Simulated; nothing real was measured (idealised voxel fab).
The following process module bears the name voxel transistor to metal.
FYI the section here is cut, 295 nm wide, cells are 5 nm squares.
For the purposes of this document, a cross-section shall be understood as a grid of square cells, specified as bands listed in top-to-bottom order, each band consisting of one or more rows of cells.
Band entry format. Leading values: height of top, height of bottom, nm. Remainder: materials in left-to-right order, each with its width in nm. Special words: "full width" on a single material, which then fills the band edge to edge; "blank", empty space.
It should be noted that heights are counted from 0, beneath which the wafer as supplied is of one material throughout, and that the lowest band possesses no lower boundary but continues downward, as written in "0 -> down".
Think of "30->40" as a width that walks from the first number to the second as you go down the band, top row to bottom row, taking equal-sized steps from row to row.
"changes: none" -> step changed no cross-section cell.
What "Enclosed empty spaces" gives you is every empty space of 8 cells or more that is cut off from the top. Each appears as width x height at distance, with the distance taken from the left edge and width, height and distance all in nm.
Formally, on a step line, whatever follows the settings is a remark that the simulator itself makes on the step.
overlay nm: right-of-plan distance of the mask on a masked step; negative values mean left-of-plan.

### Process steps (planned)
1. RECEIVE (material Si)
2. OXIDIZE (depth nm 5)
3. CONFORMAL_DEP (material SiN; thk nm 15)
4. DIRECTIONAL_DEP (material aC; thk nm 10)
5. PATTERN (tone cover; mask id ACTIVE; material resist; width nm 95; pitch nm 125; thk nm 30; overlay nm 0)
6. DIRECTIONAL_ETCH (etch materials aC; depth nm 10)
7. STRIP (etch materials resist)
8. DIRECTIONAL_ETCH (etch materials SiN; depth nm 15)
9. DIRECTIONAL_ETCH (etch materials SiO2; depth nm 5)
10. DIRECTIONAL_ETCH (etch materials Si; depth nm 30)
11. STRIP (etch materials aC)
12. OXIDIZE (depth nm 5)
13. FILL_DEP (material SiO2; thk nm 10)
14. CMP (height nm 15)
15. SELECTIVE_ETCH (etch materials SiO2; depth nm 10)
16. STRIP (etch materials SiN)
17. SELECTIVE_ETCH (etch materials SiO2; depth nm 5)
18. OXIDIZE (depth nm 5)
19. DIRECTIONAL_DEP (material polySi; thk nm 20)
20. DIRECTIONAL_DEP (material SiCN; thk nm 10)
21. PATTERN (tone cover; mask id GATE; material resist; width nm 15; pitch nm 125; thk nm 15; overlay nm 0)
22. DIRECTIONAL_ETCH (etch materials SiCN; depth nm 20)
23. DIRECTIONAL_ETCH (etch materials polySi; depth nm 30)
24. STRIP (etch materials resist)
25. CONFORMAL_DEP (material SiN; thk nm 5)
26. DIRECTIONAL_ETCH (etch materials SiN; depth nm 5)
27. DIRECTIONAL_ETCH (etch materials SiO2; depth nm 5)
28. DIRECTIONAL_ETCH (etch materials Si; depth nm 10)
29. EPI (material SiGe; thk nm 15)
30. FILL_DEP (material SiO2; thk nm 5)
31. CMP (height nm 25)
32. DIRECTIONAL_DEP (material SiO2; thk nm 15)
33. MASKED_ETCH (tone open; mask id CONTACT; width nm 25; etch materials SiO2; depth nm 45; overlay nm 0)
34. CONFORMAL_DEP (material TiN; thk nm 5)
35. FILL_DEP (material Ru; thk nm 5)
36. CMP (height nm 40)
37. DIRECTIONAL_DEP (material TiN; thk nm 5)
38. DIRECTIONAL_DEP (material Ru; thk nm 15)
39. MASKED_ETCH (tone cover; mask id METAL_1; width nm 15; etch materials Ru; depth nm 5; overlay nm 0)
40. MASKED_ETCH (tone cover; mask id METAL_1; width nm 15; etch materials TiN; depth nm 5; overlay nm 0)
41. CONFORMAL_DEP (material SiCN; thk nm 5)
42. FILL_DEP (material lowk; thk nm 10)
43. CMP (height nm 60)
44. CONFORMAL_DEP (material SiN; thk nm 5)
The wafers are alike at the start. At step 39, their depth nm differs. The plan lists the first wafer's value.

### Cross-section of the first of several received wafers, showing its state after step 1
  0 -> down  Si full width
  Enclosed empty spaces: none

### each wafer at the end: cells of each material gained (+) or lost (-) since it was received, then its closed voids
depth nm 5; +202 Ru; -316 Si; +59 SiCN; +100 SiGe; +87 SiN; +468 SiO2; +143 TiN; +24 polySi; Enclosed empty spaces: none
depth nm 10; +155 Ru; -316 Si; +67 SiCN; +100 SiGe; +87 SiN; +468 SiO2; +143 TiN; +39 lowk; +24 polySi; Enclosed empty spaces: none
depth nm 15; +108 Ru; -316 Si; +83 SiCN; +100 SiGe; +87 SiN; +468 SiO2; +96 TiN; +117 lowk; +24 polySi; Enclosed empty spaces: none
depth nm 20; +108 Ru; -316 Si; +83 SiCN; +100 SiGe; +87 SiN; +468 SiO2; +96 TiN; +117 lowk; +24 polySi; Enclosed empty spaces: none
depth nm 25; +108 Ru; -316 Si; +83 SiCN; +100 SiGe; +87 SiN; +468 SiO2; +96 TiN; +117 lowk; +24 polySi; Enclosed empty spaces: none
depth nm 30; +108 Ru; -316 Si; +83 SiCN; +100 SiGe; +87 SiN; +468 SiO2; +96 TiN; +117 lowk; +24 polySi; Enclosed empty spaces: none
